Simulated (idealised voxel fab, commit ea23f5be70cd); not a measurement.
process module | voxel transistor to metal
cross-section cut | 180 nm wide | cells 5 nm
A cross-section is a grid of square cells, given in bands from the top down. A band is one or more rows of cells.
Each band's line starts with the height of the band's top and of its bottom, in nm. Then come its materials from left to right, each with its width in nm. One material with "throughout" fills the band from edge to edge. "air" is empty space.
Height 0 is the level under which the wafer as received is all one material. The lowest band goes on downwards, as in "0 down".
A width such as "30 to 40" changes by the same amount from each row of cells to the next, from the band's top row to its bottom row.
"no change" after a step means that no cell of the cross-section changed.
closed voids: empty space of 8 cells or more with no open way to the top, each as width x height at its distance from the left edge, in nm
after a step's settings: what the simulator itself notes on the step
overlay nm, on a step with a mask: how far to the right of its planned place the mask lay; to the left if negative
plan
1 op RECEIVE | material Si
2 op CONFORMAL_DEP | material SiO2 | thk nm 5
3 op CONFORMAL_DEP | material SiN | thk nm 10
4 op MASKED_ETCH | tone cover | mask id ACTIVE | width nm 115 | etch materials SiN | depth nm 10 | overlay nm 0
5 op MASKED_ETCH | tone cover | mask id ACTIVE | width nm 115 | etch materials SiO2 | depth nm 5 | overlay nm 0
6 op MASKED_ETCH | tone cover | mask id ACTIVE | width nm 115 | etch materials Si | depth nm 30 | overlay nm 0
7 op OXIDIZE | depth nm 5
8 op FILL_DEP | material SiO2 | thk nm 10
9 op CMP | height nm 15
10 op SELECTIVE_ETCH | etch materials SiO2 | depth nm 5
11 op STRIP | etch materials SiN
12 op SELECTIVE_ETCH | etch materials SiO2 | depth nm 5
13 op OXIDIZE | depth nm 5
14 op DIRECTIONAL_DEP | material polySi | thk nm 30
15 op DIRECTIONAL_DEP | material SiCN | thk nm 15
16 op MASKED_ETCH | tone cover | mask id GATE | width nm 25 | etch materials SiCN | depth nm 25 | overlay nm 0
17 op MASKED_ETCH | tone cover | mask id GATE | width nm 25 | etch materials polySi | depth nm 40 | overlay nm 0
18 op CONFORMAL_DEP | material SiO2 | thk nm 5
19 op DIRECTIONAL_ETCH | etch materials SiO2 | depth nm 5
20 op CONFORMAL_DEP | material SiN | thk nm 10
21 op DIRECTIONAL_ETCH | etch materials SiN | depth nm 10
22 op DIRECTIONAL_ETCH | etch materials SiO2 | depth nm 5
23 op EPI | material SiGe | thk nm 5
24 op FILL_DEP | material SiO2 | thk nm 5
25 op CMP | height nm 45
26 op DIRECTIONAL_DEP | material SiO2 | thk nm 10
27 op PATTERN | tone open | mask id CONTACT | material resist | width nm 35 | pitch nm 70 | thk nm 15 | overlay nm 0
28 op DIRECTIONAL_ETCH | etch materials SiO2 | depth nm 55
29 op STRIP | etch materials resist
30 op CONFORMAL_DEP | material TiN | thk nm 5
31 op FILL_DEP | material Ru | thk nm 10
32 op CMP | height nm 55
33 op CONFORMAL_DEP | material SiCN | thk nm 5
34 op DIRECTIONAL_DEP | material SiO2 | thk nm 25
35 op PATTERN | tone open | mask id METAL_1 | material resist | width nm 20 | pitch nm 85 | thk nm 15 | overlay nm 0
36 op DIRECTIONAL_ETCH | etch materials SiO2 | depth nm 25
37 op DIRECTIONAL_ETCH | etch materials SiCN | depth nm 5
38 op STRIP | etch materials resist
39 op CONFORMAL_DEP | material TiN | thk nm 5
40 op FILL_DEP | material Ru | thk nm 5
41 op CMP | height nm 85
42 op CONFORMAL_DEP | material SiCN | thk nm 5
43 op DIRECTIONAL_DEP | material lowk | thk nm 30
44 op PATTERN | tone open | mask id METAL_2 | material resist | width nm 20 | pitch nm 85 | thk nm 15 | overlay nm 0
45 op DIRECTIONAL_ETCH | etch materials lowk | depth nm 15
46 op STRIP | etch materials resist
47 op DIRECTIONAL_DEP | material aC | thk nm 10
48 op PATTERN | tone open | mask id METAL_2_HOLES | material resist | width nm 15 | pitch nm 85 | thk nm 25 | overlay nm 0
49 op DIRECTIONAL_ETCH | etch materials aC | depth nm 10
50 op STRIP | etch materials resist
51 op DIRECTIONAL_ETCH | etch materials lowk | depth nm 15
52 op DIRECTIONAL_ETCH | etch materials SiCN | depth nm 5
53 op STRIP | etch materials aC
54 op CONFORMAL_DEP | material TiN | thk nm 5
55 op FILL_DEP | material Ru | thk nm 5
56 op CMP | height nm 120
57 op CONFORMAL_DEP | material SiCN | thk nm 5
as received, after step 1
  0 down: Si throughout
  closed voids: none
first wafer at the end, as planned
  125 to 120: SiCN throughout
  120 to 110: lowk 35 | TiN 5 | Ru 10 | TiN 5 | lowk 65 | TiN 5 | Ru 10 | TiN 5 | lowk 40
  110 to 105: lowk 35 | TiN 5 | Ru 5 | TiN 10 | lowk 65 | TiN 5 | Ru 5 | TiN 10 | lowk 40
  105 to 90: lowk 35 | TiN 5 | Ru 5 | TiN 5 | lowk 70 | TiN 5 | Ru 5 | TiN 5 | lowk 45
  90 to 85: SiCN 35 | TiN 15 | SiCN 70 | TiN 15 | SiCN 45
  85 to 60: SiO2 35 | TiN 5 | Ru 10 | TiN 5 | SiO2 65 | TiN 5 | Ru 10 | TiN 5 | SiO2 40
  60 to 55: SiCN 35 | TiN 20 | SiCN 65 | TiN 20 | SiCN 40
  55 to 45: SiO2 35 | TiN 5 | Ru 25 to 15 | TiN 5 to 15 | SiO2 35 | TiN 5 to 15 | Ru 25 to 15 | TiN 5 | SiO2 40
  45 to 30: SiO2 35 | TiN 5 | Ru 15 | TiN 5 | SiN 10 | SiO2 5 | SiCN 25 | SiO2 5 | SiN 10 | TiN 5 | Ru 15 | TiN 5 | SiO2 40
  30 to 10: SiO2 35 | TiN 5 | Ru 15 | TiN 5 | SiN 10 | SiO2 5 | polySi 25 | SiO2 5 | SiN 10 | TiN 5 | Ru 15 | TiN 5 | SiO2 40
  10 to 5: SiO2 35 | TiN 10 | Ru 10 | TiN 5 | SiN 10 | SiO2 5 | polySi 25 | SiO2 5 | SiN 10 | TiN 5 | Ru 10 | TiN 10 | SiO2 40
  5 to 0: SiO2 30 | SiN 10 | TiN 20 | SiN 10 | SiO2 5 | polySi 25 | SiO2 5 | SiN 10 | TiN 20 | SiN 10 | SiO2 35
  0 to -5: SiO2 40 | SiGe 20 | SiO2 55 | SiGe 20 | SiO2 45
  -5 to -35: SiO2 35 | Si 105 | SiO2 40
  -35 down: Si throughout
  closed voids: none
second wafer at the end: like start, like plan, one mistake
  125 to 120: SiCN throughout
  120 to 90: lowk throughout
  90 to 85: SiCN throughout
  85 to 60: SiO2 35 | TiN 5 | Ru 10 | TiN 5 | SiO2 65 | TiN 5 | Ru 10 | TiN 5 | SiO2 40
  60 to 55: SiCN 35 | TiN 20 | SiCN 65 | TiN 20 | SiCN 40
  55 to 45: SiO2 35 | TiN 5 | Ru 25 to 15 | TiN 5 to 15 | SiO2 35 | TiN 5 to 15 | Ru 25 to 15 | TiN 5 | SiO2 40
  45 to 30: SiO2 35 | TiN 5 | Ru 15 | TiN 5 | SiN 10 | SiO2 5 | SiCN 25 | SiO2 5 | SiN 10 | TiN 5 | Ru 15 | TiN 5 | SiO2 40
  30 to 10: SiO2 35 | TiN 5 | Ru 15 | TiN 5 | SiN 10 | SiO2 5 | polySi 25 | SiO2 5 | SiN 10 | TiN 5 | Ru 15 | TiN 5 | SiO2 40
  10 to 5: SiO2 35 | TiN 10 | Ru 10 | TiN 5 | SiN 10 | SiO2 5 | polySi 25 | SiO2 5 | SiN 10 | TiN 5 | Ru 10 | TiN 10 | SiO2 40
  5 to 0: SiO2 30 | SiN 10 | TiN 20 | SiN 10 | SiO2 5 | polySi 25 | SiO2 5 | SiN 10 | TiN 20 | SiN 10 | SiO2 35
  0 to -5: SiO2 40 | SiGe 20 | SiO2 55 | SiGe 20 | SiO2 45
  -5 to -35: SiO2 35 | Si 105 | SiO2 40
  -35 down: Si throughout
  closed voids: none
what went wrong: step 43 was run twice
at the end the second wafer has, in cells: 16 fewer of Ru | 6 more of SiCN | 32 fewer of TiN | 42 more of lowk
